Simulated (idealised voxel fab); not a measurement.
The process module presented herein is designated voxel gate over fins.
Shown is cross-section cut, with a width of 185 nm and square cells of size 5 nm.
A cross-section in this document is a grid of square cells, and it is written down as bands, the top band listed before the ones below it; a band is made up of one or more rows of cells. For a band, the entry starts with two heights in nm, that of the top and then that of the bottom, and carries on with the band's materials in order from left to right, each alongside its width in nm; the word "edge to edge" beside a single material means it fills the band edge to edge, and "empty" means empty space. Measure heights from 0. That's the level where, below it, the as-received wafer is all one material. The lowest band is bottomless and extends downward; write it as in "z 0 and below". A two-number width, for instance "30 to 40", indicates that the width is equal to the first number in the top row of the band and to the second number in the bottom row, and that it changes by a constant amount per row of cells. For the purposes of this document, the phrase "nothing changed" attached to a step denotes that no cell within the cross-section was modified by that step. Reported under the label "Closed void register" are the empty spaces having no open way to the top and comprising 8 cells or more; the notation for each is width x height at distance, in which the distance is measured from the left edge and all three values are in nm. Formally, on a step line, whatever follows the settings is a remark that the simulator itself makes on the step. overlay nm: step with mask; distance mask lay right of planned place; negative value = left of planned place.

These are the steps we planned for the process:
1: RECEIVE,material Si
2: CONFORMAL_DEP,material SiN,thk nm 10
3: PATTERN,tone cover,mask id FINS,material resist,width nm 15,pitch nm 40,thk nm 20,overlay nm 0
4: DIRECTIONAL_ETCH,etch materials SiN,depth nm 10
5: DIRECTIONAL_ETCH,etch materials Si,depth nm 35
6: STRIP,etch materials resist
7: FILL_DEP,material SiO2,thk nm 5
8: CMP,height nm 10
9: SELECTIVE_ETCH,etch materials SiO2,depth nm 25
10: STRIP,etch materials SiN
11: CONFORMAL_DEP,material HfO2,thk nm 5
12: CONFORMAL_DEP,material TiN,thk nm 5
13: CONFORMAL_DEP,material TiAl,thk nm 5
14: CONFORMAL_DEP,material TiN,thk nm 5
15: FILL_DEP,material W,thk nm 15
16: CMP,height nm 30
17: CONFORMAL_DEP,material SiCN,thk nm 5

Run as planned: first of two wafers:

Cross-section, incoming material, after step 1:
  z 0 and below | Si edge to edge
  Closed void register: none

Presented here is a cross-section of the wafer after step 2 has been performed:
  z 10 to 0 | SiN edge to edge
  Lower than 0, everything is as it was.

Presented here is a cross-section of the wafer after step 3 has been performed:
  z 30 to 10 | 45 nm empty / 15 nm resist / 25 nm empty / 15 nm resist / 25 nm empty / 15 nm resist / 45 nm empty
  Lower than 10, everything is as it was.

Presented here is a cross-section of the wafer after step 4 has been performed:
  z 30 to 10 | 45 nm empty / 15 nm resist / 25 nm empty / 15 nm resist / 25 nm empty / 15 nm resist / 45 nm empty
  z 10 to 0 | 45 nm empty / 15 nm SiN / 25 nm empty / 15 nm SiN / 25 nm empty / 15 nm SiN / 45 nm empty
  Lower than 0, everything is as it was.

Presented here is a cross-section of the wafer after step 5 has been performed:
  z 30 to 10 | 45 nm empty / 15 nm resist / 25 nm empty / 15 nm resist / 25 nm empty / 15 nm resist / 45 nm empty
  z 10 to 0 | 45 nm empty / 15 nm SiN / 25 nm empty / 15 nm SiN / 25 nm empty / 15 nm SiN / 45 nm empty
  z 0 to -35 | 45 nm empty / 15 nm Si / 25 nm empty / 15 nm Si / 25 nm empty / 15 nm Si / 45 nm empty
  Lower than -35, everything is as it was.

Presented here is a cross-section of the wafer after step 6 has been performed:
  z 10 to 0 | 45 nm empty / 15 nm SiN / 25 nm empty / 15 nm SiN / 25 nm empty / 15 nm SiN / 45 nm empty
  Lower than 0, everything is as it was.

Presented here is a cross-section of the wafer after step 7 has been performed:
  z 15 to 10 | SiO2 edge to edge
  z 10 to 0 | 45 nm SiO2 / 15 nm SiN / 25 nm SiO2 / 15 nm SiN / 25 nm SiO2 / 15 nm SiN / 45 nm SiO2
  z 0 to -35 | 45 nm SiO2 / 15 nm Si / 25 nm SiO2 / 15 nm Si / 25 nm SiO2 / 15 nm Si / 45 nm SiO2
  Lower than -35, everything is as it was.

Presented here is a cross-section of the wafer after step 8 has been performed:
  z 10 to 0 | 45 nm SiO2 / 15 nm SiN / 25 nm SiO2 / 15 nm SiN / 25 nm SiO2 / 15 nm SiN / 45 nm SiO2
  Lower than 0, everything is as it was.

Presented here is a cross-section of the wafer after step 9 has been performed:
  z 10 to 0 | 45 nm empty / 15 nm SiN / 25 nm empty / 15 nm SiN / 25 nm empty / 15 nm SiN / 45 nm empty
  z 0 to -15 | 45 nm empty / 15 nm Si / 25 nm empty / 15 nm Si / 25 nm empty / 15 nm Si / 45 nm empty
  Lower than -15, everything is as it was.

Presented here is a cross-section of the wafer after step 10 has been performed:
  z 0 to -15 | 45 nm empty / 15 nm Si / 25 nm empty / 15 nm Si / 25 nm empty / 15 nm Si / 45 nm empty
  Lower than -15, everything is as it was.

Presented here is a cross-section of the wafer after step 11 has been performed:
  z 5 to 0 | 40 nm empty / 25 nm HfO2 / 15 nm empty / 25 nm HfO2 / 15 nm empty / 25 nm HfO2 / 40 nm empty
  z 0 to -10 | 40 nm empty / 5 nm HfO2 / 15 nm Si / 5 nm HfO2 / 15 nm empty / 5 nm HfO2 / 15 nm Si / 5 nm HfO2 / 15 nm empty / 5 nm HfO2 / 15 nm Si / 5 nm HfO2 / 40 nm empty
  z -10 to -15 | 45 nm HfO2 / 15 nm Si / 25 nm HfO2 / 15 nm Si / 25 nm HfO2 / 15 nm Si / 45 nm HfO2
  Lower than -15, everything is as it was.

Presented here is a cross-section of the wafer after step 12 has been performed:
  z 10 to 5 | 35 nm empty / 35 nm TiN / 5 nm empty / 35 nm TiN / 5 nm empty / 35 nm TiN / 35 nm empty
  z 5 to 0 | 35 nm empty / 5 nm TiN / 25 nm HfO2 / 5 nm TiN / 5 nm empty / 5 nm TiN / 25 nm HfO2 / 5 nm TiN / 5 nm empty / 5 nm TiN / 25 nm HfO2 / 5 nm TiN / 35 nm empty
  z 0 to -5 | 35 nm empty / 5 nm TiN / 5 nm HfO2 / 15 nm Si / 5 nm HfO2 / 5 nm TiN / 5 nm empty / 5 nm TiN / 5 nm HfO2 / 15 nm Si / 5 nm HfO2 / 5 nm TiN / 5 nm empty / 5 nm TiN / 5 nm HfO2 / 15 nm Si / 5 nm HfO2 / 5 nm TiN / 35 nm empty
  z -5 to -10 | 40 nm TiN / 5 nm HfO2 / 15 nm Si / 5 nm HfO2 / 15 nm TiN / 5 nm HfO2 / 15 nm Si / 5 nm HfO2 / 15 nm TiN / 5 nm HfO2 / 15 nm Si / 5 nm HfO2 / 40 nm TiN
  Lower than -10, everything is as it was.

Presented here is a cross-section of the wafer after step 13 has been performed:
  z 15 to 10 | 30 nm empty / 125 nm TiAl / 30 nm empty
  z 10 to 5 | 30 nm empty / 5 nm TiAl / 35 nm TiN / 5 nm TiAl / 35 nm TiN / 5 nm TiAl / 35 nm TiN / 5 nm TiAl / 30 nm empty
  z 5 to 0 | 30 nm empty / 5 nm TiAl / 5 nm TiN / 25 nm HfO2 / 5 nm TiN / 5 nm TiAl / 5 nm TiN / 25 nm HfO2 / 5 nm TiN / 5 nm TiAl / 5 nm TiN / 25 nm HfO2 / 5 nm TiN / 5 nm TiAl / 30 nm empty
  z 0 to -5 | 35 nm TiAl / 5 nm TiN / 5 nm HfO2 / 15 nm Si / 5 nm HfO2 / 5 nm TiN / 5 nm TiAl / 5 nm TiN / 5 nm HfO2 / 15 nm Si / 5 nm HfO2 / 5 nm TiN / 5 nm TiAl / 5 nm TiN / 5 nm HfO2 / 15 nm Si / 5 nm HfO2 / 5 nm TiN / 35 nm TiAl
  Lower than -5, everything is as it was.

Presented here is a cross-section of the wafer after step 14 has been performed:
  z 20 to 15 | 25 nm empty / 135 nm TiN / 25 nm empty
  z 15 to 10 | 25 nm empty / 5 nm TiN / 125 nm TiAl / 5 nm TiN / 25 nm empty
  z 10 to 5 | 25 nm empty / 5 nm TiN / 5 nm TiAl / 35 nm TiN / 5 nm TiAl / 35 nm TiN / 5 nm TiAl / 35 nm TiN / 5 nm TiAl / 5 nm TiN / 25 nm empty
  z 5 to 0 | 30 nm TiN / 5 nm TiAl / 5 nm TiN / 25 nm HfO2 / 5 nm TiN / 5 nm TiAl / 5 nm TiN / 25 nm HfO2 / 5 nm TiN / 5 nm TiAl / 5 nm TiN / 25 nm HfO2 / 5 nm TiN / 5 nm TiAl / 30 nm TiN
  Lower than 0, everything is as it was.

Presented here is a cross-section of the wafer after step 15 has been performed:
  z 35 to 20 | W edge to edge
  z 20 to 15 | 25 nm W / 135 nm TiN / 25 nm W
  z 15 to 10 | 25 nm W / 5 nm TiN / 125 nm TiAl / 5 nm TiN / 25 nm W
  z 10 to 5 | 25 nm W / 5 nm TiN / 5 nm TiAl / 35 nm TiN / 5 nm TiAl / 35 nm TiN / 5 nm TiAl / 35 nm TiN / 5 nm TiAl / 5 nm TiN / 25 nm W
  Lower than 5, everything is as it was.

Presented here is a cross-section of the wafer after step 16 has been performed:
  z 30 to 20 | W edge to edge
  Lower than 20, everything is as it was.

Presented here is a cross-section of the wafer after step 17 has been performed:
  z 35 to 30 | SiCN edge to edge
  Lower than 30, everything is as it was.

Wafer two of two - same starting point, same process plan, one mistake in execution; matches wafer one up to and including step 2:

Cross-sectional representation of the second wafer at the time designated in the plan for the completion of step 3:
  z 30 to 10 | 45 nm resist / 15 nm empty / 25 nm resist / 15 nm empty / 25 nm resist / 15 nm empty / 45 nm resist
  Lower than 10, everything is as it was.

Cross-sectional representation of the second wafer at the time designated in the plan for the completion of step 4:
  z 30 to 10 | 45 nm resist / 15 nm empty / 25 nm resist / 15 nm empty / 25 nm resist / 15 nm empty / 45 nm resist
  z 10 to 0 | 45 nm SiN / 15 nm empty / 25 nm SiN / 15 nm empty / 25 nm SiN / 15 nm empty / 45 nm SiN
  Lower than 0, everything is as it was.

Cross-sectional representation of the second wafer at the time designated in the plan for the completion of step 5:
  z 30 to 10 | 45 nm resist / 15 nm empty / 25 nm resist / 15 nm empty / 25 nm resist / 15 nm empty / 45 nm resist
  z 10 to 0 | 45 nm SiN / 15 nm empty / 25 nm SiN / 15 nm empty / 25 nm SiN / 15 nm empty / 45 nm SiN
  z 0 to -35 | 45 nm Si / 15 nm empty / 25 nm Si / 15 nm empty / 25 nm Si / 15 nm empty / 45 nm Si
  Lower than -35, everything is as it was.

Cross-sectional representation of the second wafer at the time designated in the plan for the completion of step 6:
  z 10 to 0 | 45 nm SiN / 15 nm empty / 25 nm SiN / 15 nm empty / 25 nm SiN / 15 nm empty / 45 nm SiN
  Lower than 0, everything is as it was.

Cross-sectional representation of the second wafer at the time designated in the plan for the completion of step 7:
  z 15 to 10 | SiO2 edge to edge
  z 10 to 0 | 45 nm SiN / 15 nm SiO2 / 25 nm SiN / 15 nm SiO2 / 25 nm SiN / 15 nm SiO2 / 45 nm SiN
  z 0 to -35 | 45 nm Si / 15 nm SiO2 / 25 nm Si / 15 nm SiO2 / 25 nm Si / 15 nm SiO2 / 45 nm Si
  Lower than -35, everything is as it was.

Cross-sectional representation of the second wafer at the time designated in the plan for the completion of step 8:
  z 10 to 0 | 45 nm SiN / 15 nm SiO2 / 25 nm SiN / 15 nm SiO2 / 25 nm SiN / 15 nm SiO2 / 45 nm SiN
  Lower than 0, everything is as it was.

Cross-sectional representation of the second wafer at the time designated in the plan for the completion of step 9:
  z 10 to 0 | 45 nm SiN / 15 nm empty / 25 nm SiN / 15 nm empty / 25 nm SiN / 15 nm empty / 45 nm SiN
  z 0 to -15 | 45 nm Si / 15 nm empty / 25 nm Si / 15 nm empty / 25 nm Si / 15 nm empty / 45 nm Si
  Lower than -15, everything is as it was.

Cross-sectional representation of the second wafer at the time designated in the plan for the completion of step 10:
  z 0 to -15 | 45 nm Si / 15 nm empty / 25 nm Si / 15 nm empty / 25 nm Si / 15 nm empty / 45 nm Si
  Lower than -15, everything is as it was.

Cross-sectional representation of the second wafer at the time designated in the plan for the completion of step 11:
  z 5 to 0 | 50 nm HfO2 / 5 nm empty / 35 nm HfO2 / 5 nm empty / 35 nm HfO2 / 5 nm empty / 50 nm HfO2
  z 0 to -10 | 45 nm Si / 5 nm HfO2 / 5 nm empty / 5 nm HfO2 / 25 nm Si / 5 nm HfO2 / 5 nm empty / 5 nm HfO2 / 25 nm Si / 5 nm HfO2 / 5 nm empty / 5 nm HfO2 / 45 nm Si
  z -10 to -15 | 45 nm Si / 15 nm HfO2 / 25 nm Si / 15 nm HfO2 / 25 nm Si / 15 nm HfO2 / 45 nm Si
  Lower than -15, everything is as it was.

Cross-sectional representation of the second wafer at the time designated in the plan for the completion of step 12:
  z 10 to 5 | TiN edge to edge
  z 5 to 0 | 50 nm HfO2 / 5 nm TiN / 35 nm HfO2 / 5 nm TiN / 35 nm HfO2 / 5 nm TiN / 50 nm HfO2
  z 0 to -10 | 45 nm Si / 5 nm HfO2 / 5 nm TiN / 5 nm HfO2 / 25 nm Si / 5 nm HfO2 / 5 nm TiN / 5 nm HfO2 / 25 nm Si / 5 nm HfO2 / 5 nm TiN / 5 nm HfO2 / 45 nm Si
  Lower than -10, everything is as it was.

Cross-sectional representation of the second wafer at the time designated in the plan for the completion of step 13:
  z 15 to 10 | TiAl edge to edge
  Lower than 10, everything is as it was.

Cross-sectional representation of the second wafer at the time designated in the plan for the completion of step 14:
  z 20 to 15 | TiN edge to edge
  Lower than 15, everything is as it was.

Cross-sectional representation of the second wafer at the time designated in the plan for the completion of step 15:
  z 35 to 20 | W edge to edge
  Lower than 20, everything is as it was.

Cross-sectional representation of the second wafer at the time designated in the plan for the completion of step 16:
  z 30 to 20 | W edge to edge
  Lower than 20, everything is as it was.

Cross-sectional representation of the second wafer at the time designated in the plan for the completion of step 17:
  z 35 to 30 | SiCN edge to edge
  Lower than 30, everything is as it was.
It is concluded that the wafer was processed incorrectly with respect to the plan, in that step 3 off recipe, ran as PATTERN,tone open,mask id FINS,material resist,width nm 15,pitch nm 40,thk nm 20,overlay nm 0
Final tally in cells, some materials are higher or lower on the second wafer than on the first: Si: 133 more | SiO2: 76 fewer | TiAl: 12 fewer | TiN: 15 fewer | W: 30 fewer
